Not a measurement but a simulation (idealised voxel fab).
process module | voxel self aligned vias
cross-section cut | 170 nm wide | cells 5 nm
A cross-section is a grid of square cells, given in bands from the top down. A band is one or more rows of cells.
Each band's line starts with the height of the band's top and of its bottom, in nm. Then come its materials from left to right, each with its width in nm. One material with "throughout" fills the band from edge to edge. "air" is empty space.
Height 0 is the level under which the wafer as received is all one material. The lowest band goes on downwards, as in "0 down".
A width such as "30 to 40" changes by the same amount from each row of cells to the next, from the band's top row to its bottom row.
"no change" after a step means that no cell of the cross-section changed.
closed voids: empty space of 8 cells or more with no open way to the top, each as width x height at its distance from the left edge, in nm
after a step's settings: what the simulator itself notes on the step
overlay nm, on a step with a mask: how far to the right of its planned place the mask lay; to the left if negative
plan
1 op RECEIVE | material Si
2 op CONFORMAL_DEP | material SiO2 | thk nm 15
3 op CONFORMAL_DEP | material SiCN | thk nm 5
4 op DIRECTIONAL_DEP | material lowk | thk nm 20
5 op PATTERN | tone open | mask id LINES | material resist | width nm 20 | pitch nm 50 | thk nm 20 | overlay nm 0
6 op DIRECTIONAL_ETCH | etch materials lowk | depth nm 20
7 op STRIP | etch materials resist
8 op CONFORMAL_DEP | material TiN | thk nm 5
9 op FILL_DEP | material Ru | thk nm 5
10 op CMP | height nm 40
11 op SELECTIVE_ETCH | etch materials W Ru TiN | depth nm 5
12 op FILL_DEP | material SiN | thk nm 10
13 op CMP | height nm 40
14 op DIRECTIONAL_DEP | material lowk | thk nm 15
15 op MASKED_ETCH | tone open | mask id VIAS | width nm 30 | etch materials lowk | depth nm 15 | overlay nm 0
16 op MASKED_ETCH | tone open | mask id VIAS | width nm 30 | etch materials SiN | depth nm 5 | overlay nm 0
17 op CONFORMAL_DEP | material TiN | thk nm 5
18 op FILL_DEP | material Ru | thk nm 10
19 op CMP | height nm 55
20 op CONFORMAL_DEP | material SiN | thk nm 5
as received, after step 1
  0 down: Si throughout
  closed voids: none
first wafer at the end, as planned
  60 to 55: SiN throughout
  55 to 45: lowk 45 | TiN 5 | Ru 20 | TiN 5 | lowk 95
  45 to 40: lowk 45 | TiN 10 | Ru 10 | TiN 10 | lowk 95
  40 to 35: lowk 50 | TiN 20 | lowk 30 | SiN 20 | lowk 50
  35 to 25: lowk 50 | TiN 5 | Ru 10 | TiN 5 | lowk 30 | TiN 5 | Ru 10 | TiN 5 | lowk 50
  25 to 20: lowk 50 | TiN 20 | lowk 30 | TiN 20 | lowk 50
  20 to 15: SiCN throughout
  15 to 0: SiO2 throughout
  0 down: Si throughout
  closed voids: none
second wafer at the end: like start, like plan, one mistake
  60 to 55: SiN throughout
  55 to 45: lowk 40 | TiN 5 | Ru 30 | TiN 5 | lowk 90
  45 to 40: lowk 40 | TiN 15 | Ru 10 | TiN 15 | lowk 90
  40 to 35: lowk 50 | TiN 20 | lowk 30 | SiN 20 | lowk 50
  35 to 25: lowk 50 | TiN 5 | Ru 10 | TiN 5 | lowk 30 | TiN 5 | Ru 10 | TiN 5 | lowk 50
  25 to 20: lowk 50 | TiN 20 | lowk 30 | TiN 20 | lowk 50
  20 to 15: SiCN throughout
  15 to 0: SiO2 throughout
  0 down: Si throughout
  closed voids: none
what went wrong: step 15 ran as: op MASKED_ETCH | tone open | mask id VIAS | width nm 40 | etch materials lowk | depth nm 15 | overlay nm 0
at the end the second wafer has, in cells: 4 more of Ru | 2 more of TiN | 6 fewer of lowk
